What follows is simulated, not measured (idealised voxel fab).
The name of this process module is voxel self aligned vias.
Section cut is 270 nm wide and gridded with 5 nm square cells.
Bands, listed from the top down, are how a cross-section gets written in this document; the cross-section itself is a grid of square cells, and a band is one or more rows of them.
Look at the band entry: it leads with the top's height and the bottom's height in nm. Then it lists the materials left to right, with a width in nm for each. The word "throughout" on a single material says that material fills the band edge to edge. The word "empty" is empty space.
Measure heights from 0. That's the level where, below it, the as-received wafer is all one material. The lowest band is bottomless and extends downward; write it as in "z 0 and below".
Note: "30->40" means the width goes from the first number (top row of the band) to the second number (bottom row) in equal steps per row of cells.
Given "remained the same" for a step, no cell of the cross-section differs between before and after that step.
Empty spaces counting at least 8 cells and having no open way to the top are listed in "Voids, enclosed". The notation width x height at distance is used for each, the distance being from the left edge and all three values in nm.
Formally, on a step line, whatever follows the settings is a remark that the simulator itself makes on the step.
For masked steps, "overlay nm" on the step line gives how far right of plan the mask actually lay; a minus sign means it lay to the left.

These are the steps we planned for the process
1,RECEIVE,material Si
2,CONFORMAL_DEP,material SiO2,thk nm 15
3,CONFORMAL_DEP,material SiCN,thk nm 5
4,DIRECTIONAL_DEP,material SiO2,thk nm 25
5,DIRECTIONAL_DEP,material aC,thk nm 15
6,PATTERN,tone open,mask id LINES,material resist,width nm 25,pitch nm 65,thk nm 35,overlay nm 0
7,DIRECTIONAL_ETCH,etch materials aC,depth nm 15
8,STRIP,etch materials resist
9,DIRECTIONAL_ETCH,etch materials SiO2,depth nm 25
10,STRIP,etch materials aC
11,CONFORMAL_DEP,material TiN,thk nm 5
12,FILL_DEP,material W,thk nm 10
13,CMP,height nm 45
14,SELECTIVE_ETCH,etch materials W Ru TiN,depth nm 10
15,FILL_DEP,material SiN,thk nm 10
16,CMP,height nm 45
17,DIRECTIONAL_DEP,material SiO2,thk nm 20
18,DIRECTIONAL_DEP,material aC,thk nm 15
19,PATTERN,tone open,mask id VIAS,material resist,width nm 35,pitch nm 65,thk nm 35,overlay nm 0
20,DIRECTIONAL_ETCH,etch materials aC,depth nm 15
21,STRIP,etch materials resist
22,DIRECTIONAL_ETCH,etch materials SiO2,depth nm 20
23,DIRECTIONAL_ETCH,etch materials SiN,depth nm 10
24,STRIP,etch materials aC
25,CONFORMAL_DEP,material TiN,thk nm 5
26,FILL_DEP,material W,thk nm 10
27,CMP,height nm 65
28,CONFORMAL_DEP,material SiN,thk nm 5

Cross-section: wafer on arrival = after step 1
	z 0 and below = Si throughout
	Voids, enclosed: none

The first of two wafers, cross-sectioned at the end of the module, with the run proceeding as planned
	z 70 to 65 = SiN throughout
	z 65 to 50 = 85 nm SiO2; 5 nm TiN; 25 nm W; 5 nm TiN; 30 nm SiO2; 5 nm TiN; 25 nm W; 5 nm TiN; 85 nm SiO2
	z 50 to 40 = 85->90 nm SiO2; 10->5 nm TiN; 15 nm W; 10->5 nm TiN; 30->40 nm SiO2; 10->5 nm TiN; 15 nm W; 10->5 nm TiN; 85->90 nm SiO2
	z 40 to 35 = 90 nm SiO2; 25 nm TiN; 40 nm SiO2; 25 nm TiN; 90 nm SiO2
	z 35 to 25 = 90 nm SiO2; 5 nm TiN; 15 nm W; 5 nm TiN; 40 nm SiO2; 5 nm TiN; 15 nm W; 5 nm TiN; 90 nm SiO2
	z 25 to 20 = 90 nm SiO2; 25 nm TiN; 40 nm SiO2; 25 nm TiN; 90 nm SiO2
	z 20 to 15 = SiCN throughout
	z 15 to 0 = SiO2 throughout
	z 0 and below = Si throughout
	Voids, enclosed: none

Cross-sectional view of the second of two wafers upon completion of the module. This wafer shared its starting condition and process plan with the first; one error was made during its execution
	z 70 to 65 = SiN throughout
	z 65 to 50 = 90 nm SiO2; 5 nm TiN; 20 nm W; 5 nm TiN; 35 nm SiO2; 5 nm TiN; 20 nm W; 5 nm TiN; 85 nm SiO2
	z 50 to 40 = 90 nm SiO2; 5 nm TiN; 15 nm W; 10->5 nm TiN; 35->40 nm SiO2; 5 nm TiN; 15 nm W; 10->5 nm TiN; 85->90 nm SiO2
	z 40 to 35 = 90 nm SiO2; 25 nm TiN; 40 nm SiO2; 25 nm TiN; 90 nm SiO2
	z 35 to 25 = 90 nm SiO2; 5 nm TiN; 15 nm W; 5 nm TiN; 40 nm SiO2; 5 nm TiN; 15 nm W; 5 nm TiN; 90 nm SiO2
	z 25 to 20 = 90 nm SiO2; 25 nm TiN; 40 nm SiO2; 25 nm TiN; 90 nm SiO2
	z 20 to 15 = SiCN throughout
	z 15 to 0 = SiO2 throughout
	z 0 and below = Si throughout
	Voids, enclosed: none
It is concluded that the wafer was processed incorrectly with respect to the plan, in that note that step 19 departed from the planned setting and was carried out as PATTERN,tone open,mask id VIAS,material resist,width nm 30,pitch nm 65,thk nm 35,overlay nm 0
Count the cells at the end and the second wafer has more or fewer of some materials than the first: 8 more of SiO2, 2 fewer of TiN, 6 fewer of W
